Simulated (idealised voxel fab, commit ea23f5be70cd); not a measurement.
process module | voxel capacitor over wiring
cross-section cut | 230 nm wide | cells 5 nm
A cross-section is a grid of square cells, given in bands from the top down. A band is one or more rows of cells.
Each band's line starts with the height of the band's top and of its bottom, in nm. Then come its materials from left to right, each with its width in nm. One material with "throughout" fills the band from edge to edge. "air" is empty space.
Height 0 is the level under which the wafer as received is all one material. The lowest band goes on downwards, as in "0 down".
A width such as "30 to 40" changes by the same amount from each row of cells to the next, from the band's top row to its bottom row.
"no change" after a step means that no cell of the cross-section changed.
closed voids: empty space of 8 cells or more with no open way to the top, each as width x height at its distance from the left edge, in nm
after a step's settings: what the simulator itself notes on the step
overlay nm, on a step with a mask: how far to the right of its planned place the mask lay; to the left if negative
plan
1 op RECEIVE | material Si
2 op CONFORMAL_DEP | material SiO2 | thk nm 10
3 op CONFORMAL_DEP | material SiCN | thk nm 5
4 op DIRECTIONAL_DEP | material SiO2 | thk nm 20
5 op DIRECTIONAL_DEP | material aC | thk nm 10
6 op PATTERN | tone open | mask id METAL_1 | material resist | width nm 25 | pitch nm 95 | thk nm 25 | overlay nm 0
7 op DIRECTIONAL_ETCH | etch materials aC | depth nm 10
8 op STRIP | etch materials resist
9 op DIRECTIONAL_ETCH | etch materials SiO2 | depth nm 20
10 op DIRECTIONAL_ETCH | etch materials SiCN | depth nm 5
11 op STRIP | etch materials aC
12 op CONFORMAL_DEP | material TiN | thk nm 5
13 op FILL_DEP | material Cu | thk nm 10
14 op CMP | height nm 35
15 op CONFORMAL_DEP | material SiCN | thk nm 5
16 op DIRECTIONAL_DEP | material SiO2 | thk nm 10
17 op PATTERN | tone open | mask id PLUG_1 | material resist | width nm 15 | thk nm 15 | overlay nm 0
18 op DIRECTIONAL_ETCH | etch materials SiO2 | depth nm 10
19 op DIRECTIONAL_ETCH | etch materials SiCN | depth nm 5
20 op STRIP | etch materials resist
21 op CONFORMAL_DEP | material TiN | thk nm 5
22 op FILL_DEP | material Cu | thk nm 10
23 op CMP | height nm 50
24 op DIRECTIONAL_DEP | material TiN | thk nm 5
25 op DIRECTIONAL_DEP | material SiN | thk nm 5
26 op DIRECTIONAL_DEP | material TiN | thk nm 5
27 op MASKED_ETCH | tone cover | mask id UPPER_PLATE | width nm 75 | etch materials TiN | depth nm 5 | overlay nm 0
28 op MASKED_ETCH | tone cover | mask id UPPER_PLATE | width nm 75 | etch materials SiN | depth nm 5 | overlay nm 0
29 op DIRECTIONAL_DEP | material aC | thk nm 10
30 op PATTERN | tone cover | mask id LOWER_PLATE | material resist | width nm 85 | thk nm 25 | overlay nm 0
31 op DIRECTIONAL_ETCH | etch materials aC | depth nm 10
32 op STRIP | etch materials resist
33 op DIRECTIONAL_ETCH | etch materials TiN | depth nm 5
34 op STRIP | etch materials aC
35 op FILL_DEP | material SiO2 | thk nm 15
36 op CMP | height nm 75
37 op DIRECTIONAL_DEP | material aC | thk nm 15
38 op PATTERN | tone open | mask id PLUG_2 | material resist | width nm 15 | thk nm 30 | overlay nm 0
39 op DIRECTIONAL_ETCH | etch materials aC | depth nm 15
40 op STRIP | etch materials resist
41 op DIRECTIONAL_ETCH | etch materials SiO2 | depth nm 10
42 op STRIP | etch materials aC
43 op CONFORMAL_DEP | material TiN | thk nm 5
44 op FILL_DEP | material W | thk nm 10
45 op CMP | height nm 75
46 op CONFORMAL_DEP | material SiN | thk nm 5
first wafer, as planned
as received, after step 1
  0 down: Si throughout
  closed voids: none
after step 2
  10 to 0: SiO2 throughout
  below 0: unchanged
after step 3
  15 to 10: SiCN throughout
  below 10: unchanged
after step 4
  35 to 15: SiO2 throughout
  below 15: unchanged
after step 5
  45 to 35: aC throughout
  below 35: unchanged
after step 6
  70 to 45: resist 55 | air 25 | resist 70 | air 25 | resist 55
  below 45: unchanged
after step 7
  60 to 45: resist 55 | air 25 | resist 70 | air 25 | resist 55
  45 to 35: aC 55 | air 25 | aC 70 | air 25 | aC 55
  below 35: unchanged
after step 8
  45 to 35: aC 55 | air 25 | aC 70 | air 25 | aC 55
  below 35: unchanged
after step 9
  45 to 35: aC 55 | air 25 | aC 70 | air 25 | aC 55
  35 to 15: SiO2 55 | air 25 | SiO2 70 | air 25 | SiO2 55
  below 15: unchanged
after step 10
  45 to 35: aC 55 | air 25 | aC 70 | air 25 | aC 55
  35 to 15: SiO2 55 | air 25 | SiO2 70 | air 25 | SiO2 55
  15 to 10: SiCN 55 | air 25 | SiCN 70 | air 25 | SiCN 55
  below 10: unchanged
after step 11
  35 to 15: SiO2 55 | air 25 | SiO2 70 | air 25 | SiO2 55
  below 15: unchanged
after step 12
  40 to 35: TiN 60 | air 15 | TiN 80 | air 15 | TiN 60
  35 to 15: SiO2 55 | TiN 5 | air 15 | TiN 5 | SiO2 70 | TiN 5 | air 15 | TiN 5 | SiO2 55
  15 to 10: SiCN 55 | TiN 25 | SiCN 70 | TiN 25 | SiCN 55
  below 10: unchanged
after step 13
  50 to 40: Cu throughout
  40 to 35: TiN 60 | Cu 15 | TiN 80 | Cu 15 | TiN 60
  35 to 15: SiO2 55 | TiN 5 | Cu 15 | TiN 5 | SiO2 70 | TiN 5 | Cu 15 | TiN 5 | SiO2 55
  below 15: unchanged
after step 14
  35 to 15: SiO2 55 | TiN 5 | Cu 15 | TiN 5 | SiO2 70 | TiN 5 | Cu 15 | TiN 5 | SiO2 55
  below 15: unchanged
after step 15
  40 to 35: SiCN throughout
  below 35: unchanged
after step 16
  50 to 40: SiO2 throughout
  below 40: unchanged
after step 17
  65 to 50: resist 65 | air 15 | resist 150
  below 50: unchanged
after step 18
  65 to 50: resist 65 | air 15 | resist 150
  50 to 40: SiO2 65 | air 15 | SiO2 150
  below 40: unchanged
after step 19
  65 to 50: resist 65 | air 15 | resist 150
  50 to 40: SiO2 65 | air 15 | SiO2 150
  40 to 35: SiCN 65 | air 15 | SiCN 150
  below 35: unchanged
after step 20
  50 to 40: SiO2 65 | air 15 | SiO2 150
  below 40: unchanged
after step 21
  55 to 50: TiN 70 | air 5 | TiN 155
  50 to 40: SiO2 65 | TiN 5 | air 5 | TiN 5 | SiO2 150
  40 to 35: SiCN 65 | TiN 15 | SiCN 150
  below 35: unchanged
after step 22
  65 to 55: Cu throughout
  55 to 50: TiN 70 | Cu 5 | TiN 155
  50 to 40: SiO2 65 | TiN 5 | Cu 5 | TiN 5 | SiO2 150
  below 40: unchanged
after step 23
  50 to 40: SiO2 65 | TiN 5 | Cu 5 | TiN 5 | SiO2 150
  below 40: unchanged
after step 24
  55 to 50: TiN throughout
  below 50: unchanged
after step 25
  60 to 55: SiN throughout
  below 55: unchanged
after step 26
  65 to 60: TiN throughout
  below 60: unchanged
after step 27
  65 to 60: air 65 | TiN 75 | air 90
  below 60: unchanged
after step 28
  65 to 60: air 65 | TiN 75 | air 90
  60 to 55: air 65 | SiN 75 | air 90
  below 55: unchanged
after step 29
  75 to 65: air 65 | aC 75 | air 90
  65 to 60: aC 65 | TiN 75 | aC 90
  60 to 55: aC 65 | SiN 75 | aC 90
  below 55: unchanged
after step 30
  100 to 75: air 60 | resist 85 | air 85
  75 to 65: air 60 | resist 5 | aC 75 | resist 5 | air 85
  below 65: unchanged
after step 31
  90 to 75: air 60 | resist 85 | air 85
  75 to 65: air 60 | resist 5 | aC 75 | resist 5 | air 85
  65 to 60: air 60 | aC 5 | TiN 75 | aC 5 | air 85
  60 to 55: air 60 | aC 5 | SiN 75 | aC 5 | air 85
  below 55: unchanged
after step 32
  75 to 65: air 65 | aC 75 | air 90
  below 65: unchanged
after step 33
  75 to 65: air 65 | aC 75 | air 90
  65 to 60: air 60 | aC 5 | TiN 75 | aC 5 | air 85
  60 to 55: air 60 | aC 5 | SiN 75 | aC 5 | air 85
  55 to 50: air 60 | TiN 85 | air 85
  below 50: unchanged
after step 34
  65 to 60: air 65 | TiN 75 | air 90
  60 to 55: air 65 | SiN 75 | air 90
  below 55: unchanged
after step 35
  80 to 65: SiO2 throughout
  65 to 60: SiO2 65 | TiN 75 | SiO2 90
  60 to 55: SiO2 65 | SiN 75 | SiO2 90
  55 to 50: SiO2 60 | TiN 85 | SiO2 85
  below 50: unchanged
after step 36
  75 to 65: SiO2 throughout
  below 65: unchanged
after step 37
  90 to 75: aC throughout
  below 75: unchanged
after step 38
  120 to 90: resist 75 | air 15 | resist 140
  below 90: unchanged
after step 39
  105 to 90: resist 75 | air 15 | resist 140
  90 to 75: aC 75 | air 15 | aC 140
  below 75: unchanged
after step 40
  90 to 75: aC 75 | air 15 | aC 140
  below 75: unchanged
after step 41
  90 to 75: aC 75 | air 15 | aC 140
  75 to 65: SiO2 75 | air 15 | SiO2 140
  below 65: unchanged
after step 42
  75 to 65: SiO2 75 | air 15 | SiO2 140
  below 65: unchanged
after step 43
  80 to 75: TiN 80 | air 5 | TiN 145
  75 to 70: SiO2 75 | TiN 5 | air 5 | TiN 5 | SiO2 140
  70 to 60: SiO2 75 to 65 | TiN 15 to 75 | SiO2 140 to 90
  below 60: unchanged
after step 44
  90 to 80: W throughout
  80 to 75: TiN 80 | W 5 | TiN 145
  75 to 70: SiO2 75 | TiN 5 | W 5 | TiN 5 | SiO2 140
  below 70: unchanged
after step 45
  75 to 70: SiO2 75 | TiN 5 | W 5 | TiN 5 | SiO2 140
  below 70: unchanged
after step 46
  80 to 75: SiN throughout
  below 75: unchanged
second wafer: like start, like plan, one mistake. Through step 29 it matches the first wafer
when step 30 should have ended
  100 to 75: air 60 | resist 90 | air 80
  75 to 65: air 60 | resist 5 | aC 75 | resist 10 | air 80
  below 65: unchanged
when step 31 should have ended
  90 to 75: air 60 | resist 90 | air 80
  75 to 65: air 60 | resist 5 | aC 75 | resist 10 | air 80
  65 to 60: air 60 | aC 5 | TiN 75 | aC 10 | air 80
  60 to 55: air 60 | aC 5 | SiN 75 | aC 10 | air 80
  below 55: unchanged
when step 32 should have ended
  75 to 65: air 65 | aC 75 | air 90
  below 65: unchanged
when step 33 should have ended
  75 to 65: air 65 | aC 75 | air 90
  65 to 60: air 60 | aC 5 | TiN 75 | aC 10 | air 80
  60 to 55: air 60 | aC 5 | SiN 75 | aC 10 | air 80
  55 to 50: air 60 | TiN 90 | air 80
  below 50: unchanged
when step 34 should have ended
  65 to 60: air 65 | TiN 75 | air 90
  60 to 55: air 65 | SiN 75 | air 90
  below 55: unchanged
when step 35 should have ended
  80 to 65: SiO2 throughout
  65 to 60: SiO2 65 | TiN 75 | SiO2 90
  60 to 55: SiO2 65 | SiN 75 | SiO2 90
  55 to 50: SiO2 60 | TiN 90 | SiO2 80
  below 50: unchanged
when step 36 should have ended
  75 to 65: SiO2 throughout
  below 65: unchanged
when step 37 should have ended
  90 to 75: aC throughout
  below 75: unchanged
when step 38 should have ended
  120 to 90: resist 75 | air 15 | resist 140
  below 90: unchanged
when step 39 should have ended
  105 to 90: resist 75 | air 15 | resist 140
  90 to 75: aC 75 | air 15 | aC 140
  below 75: unchanged
when step 40 should have ended
  90 to 75: aC 75 | air 15 | aC 140
  below 75: unchanged
when step 41 should have ended
  90 to 75: aC 75 | air 15 | aC 140
  75 to 65: SiO2 75 | air 15 | SiO2 140
  below 65: unchanged
when step 42 should have ended
  75 to 65: SiO2 75 | air 15 | SiO2 140
  below 65: unchanged
when step 43 should have ended
  80 to 75: TiN 80 | air 5 | TiN 145
  75 to 70: SiO2 75 | TiN 5 | air 5 | TiN 5 | SiO2 140
  70 to 60: SiO2 75 to 65 | TiN 15 to 75 | SiO2 140 to 90
  below 60: unchanged
when step 44 should have ended
  90 to 80: W throughout
  80 to 75: TiN 80 | W 5 | TiN 145
  75 to 70: SiO2 75 | TiN 5 | W 5 | TiN 5 | SiO2 140
  below 70: unchanged
when step 45 should have ended
  75 to 70: SiO2 75 | TiN 5 | W 5 | TiN 5 | SiO2 140
  below 70: unchanged
when step 46 should have ended
  80 to 75: SiN throughout
  below 75: unchanged
what went wrong: step 30 ran as: op PATTERN | tone cover | mask id LOWER_PLATE | material resist | width nm 90 | thk nm 25 | overlay nm 0
at the end the second wafer has, in cells: 1 fewer of SiO2 | 1 more of TiN
